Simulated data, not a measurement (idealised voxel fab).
Module name: voxel self aligned contacts (process module)
Square cell edge 5 nm, section width 270 nm, ID cut.
Notation: cross-section as square-cell grid; stated in bands, top first, going down; one or more cell rows per band. First you get the band's top height and its bottom height, in nm, and then the materials it's made of, left to right, with each width in nm. If you see a single material with "everywhere", that one covers the band edge to edge. "air" is empty space. All heights in this document are referenced to 0, defined as the level beneath which the wafer, as received, consists entirely of one material. The lowest band is not bounded below; it extends indefinitely downward and is written in the form "z 0 and below". A width given as "30->40" starts at the first number in the band's top row and ends at the second number in its bottom row, shifting by an equal amount at every step from row to row. Step marked "left unchanged"? Then no cell in the cross-section changed in it. Listed in "Closed void roster": every empty space of 8 or more cells without an open way to the top. Form: width x height at distance, the distance being from the left edge, all in nm. Past the settings on a step's line: simulator remark, on that step. If you see "overlay nm" on a step's line and that step has a mask, it's telling you how far right of where it was planned the mask ended up; a negative number means it went left instead.
-- Process steps foreseen in the plan
| 1 | RECEIVE, material Si |
| 2 | OXIDIZE, depth nm 5 |
| 3 | DIRECTIONAL_DEP, material polySi, thk nm 25 |
| 4 | DIRECTIONAL_DEP, material SiN, thk nm 20 |
| 5 | PATTERN, tone cover, mask id GATE, material resist, width nm 25, pitch nm 70, thk nm 20, overlay nm 0 |
| 6 | DIRECTIONAL_ETCH, etch materials SiN, depth nm 20 |
| 7 | DIRECTIONAL_ETCH, etch materials polySi, depth nm 25 |
| 8 | STRIP, etch materials resist |
| 9 | CONFORMAL_DEP, material SiN, thk nm 10 |
| 10 | DIRECTIONAL_ETCH, etch materials SiN, depth nm 10 |
| 11 | FILL_DEP, material SiO2, thk nm 10 |
| 12 | CMP, height nm 50 |
| 13 | PATTERN, tone open, mask id CONTACT, material resist, width nm 55, pitch nm 70, thk nm 15, overlay nm 0 |
| 14 | DIRECTIONAL_ETCH, etch materials SiO2, depth nm 55 |
| 15 | STRIP, etch materials resist |
| 16 | CONFORMAL_DEP, material TiN, thk nm 5 |
| 17 | FILL_DEP, material W, thk nm 10 |
| 18 | CMP, height nm 50 |
| 19 | CONFORMAL_DEP, material SiN, thk nm 5 |
-- Wafer cross-section on receipt, i.e. after step 1
    z 0 and below: Si everywhere
    Closed void roster: none
-- This is how the wafer looks in cross-section once the module is done, given the starting state and plan above and one mistake in carrying the plan out
    z 55 to 50: SiN everywhere
    z 50 to 45: W 35 nm  TiN 35 nm  SiO2 55 nm  TiN 15 nm  SiO2 55 nm  TiN 35 nm  W 40 nm
    z 45 to 25: W 35 nm  TiN 5 nm  SiN 45 nm  SiO2 25 nm  SiN 45 nm  SiO2 25 nm  SiN 45 nm  TiN 5 nm  W 40 nm
    z 25 to 0: W 35 nm  TiN 5 nm  SiN 10 nm  polySi 25 nm  SiN 10 nm  SiO2 25 nm  SiN 10 nm  polySi 25 nm  SiN 10 nm  SiO2 25 nm  SiN 10 nm  polySi 25 nm  SiN 10 nm  TiN 5 nm  W 40 nm
    z 0 to -5: TiN 40 nm  SiO2 185 nm  TiN 45 nm
    z -5 and below: Si everywhere
    Closed void roster: none
Short version of what went wrong: rather than as planned, step 13 actually ran as PATTERN, tone cover, mask id CONTACT, material resist, width nm 55, pitch nm 70, thk nm 15, overlay nm 0
